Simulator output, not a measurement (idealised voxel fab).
Presented below is a process module, voxel released beams.
Cross-sectional view cut (width: 270 nm; square cell size: 5 nm).
Square cells in a grid make up a cross-section in this document, and the grid is given as bands, listed from the top down, each one or more rows of cells. It is stipulated that each band's entry specify, in nanometres, the height of the top of the band and then that of its bottom, followed by the materials of the band in left-to-right sequence, each together with its width in nanometres. A single material marked by the word "all across" is understood to fill the band from edge to edge; the word "blank" is understood to denote empty space. Heights are measured from 0, the level below which the as-received wafer is all one material; the lowest band has no bottom and continues downward, written as in "0..down". Per-row width for "30..40": begins at first number (top row of band), ends at second number (bottom row), increment between rows held constant. "identical to before", as given for a step, is the statement that not any cell of the cross-section underwent a change during that step. "Closed void catalog" contains a list of empty spaces, each no smaller than 8 cells and without an open way to the top, written in the form width x height at distance with the distance from the left edge and all three in nm. If you see something after the settings on a step's line, that's the simulator's own remark about that step. What "overlay nm" on a step's line means: if the step has a mask, that mask lay this far to the right of its planned place, or, when the value is negative, to the left.
### Here's what the planned process steps look like
1,RECEIVE,material Si
2,CONFORMAL_DEP,material Al2O3,thk nm 10
3,DIRECTIONAL_DEP,material SiO2,thk nm 15
4,MASKED_ETCH,tone open,mask id ANCHOR,width nm 30,etch materials SiO2,depth nm 15,overlay nm 0
5,CONFORMAL_DEP,material polySi,thk nm 10
6,MASKED_ETCH,tone cover,mask id BEAM,width nm 115,etch materials polySi,depth nm 10,overlay nm 0
7,STRIP,etch materials SiO2
### first wafer, as planned
### As received (post step 1): cross-section
> 0..down: Si all across
> Closed void catalog: none
### Wafer section view after processing step 2
> 10..0: Al2O3 all across
> Under the height 0 nothing was changed.
### Wafer section view after processing step 3
> 25..10: SiO2 all across
> Under the height 10 nothing was changed.
### Wafer section view after processing step 4
> 25..10: SiO2: 80  blank: 30  SiO2: 160
> Under the height 10 nothing was changed.
### Wafer section view after processing step 5
> 35..25: polySi: 90  blank: 10  polySi: 170
> 25..20: SiO2: 80  polySi: 10  blank: 10  polySi: 10  SiO2: 160
> 20..10: SiO2: 80  polySi: 30  SiO2: 160
> Under the height 10 nothing was changed.
### Wafer section view after processing step 6
> 35..25: blank: 75  polySi: 15  blank: 10  polySi: 90  blank: 80
> Under the height 25 nothing was changed.
### Wafer section view after processing step 7
> 35..25: blank: 75  polySi: 15  blank: 10  polySi: 90  blank: 80
> 25..20: blank: 80  polySi: 10  blank: 10  polySi: 10  blank: 160
> 20..10: blank: 80  polySi: 30  blank: 160
> Under the height 10 nothing was changed.
### Wafer two of the pair: same origin, same plan, one error during the run; identical to wafer one up to and including step 1
### At the planned end of step 2, the second wafer in cross-section
> 15..0: SiO2 all across
> Under the height 0 nothing was changed.
### At the planned end of step 3, the second wafer in cross-section
> 25..15: Al2O3 all across
> Under the height 15 nothing was changed.
At the planned end of step 4, the second wafer in cross-section: identical to before
### At the planned end of step 5, the second wafer in cross-section
> 35..25: polySi all across
> Under the height 25 nothing was changed.
### At the planned end of step 6, the second wafer in cross-section
> 35..25: blank: 75  polySi: 115  blank: 80
> Under the height 25 nothing was changed.
At the planned end of step 7, the second wafer in cross-section: identical to before
It is concluded that the wafer was processed incorrectly with respect to the plan, in that it was found that steps 2 and 3 of the process plan had been performed in exchanged positions
Wafer comparison, final, in cells, second relative to first, materials more or fewer: 162 more of SiO2; 12 fewer of polySi
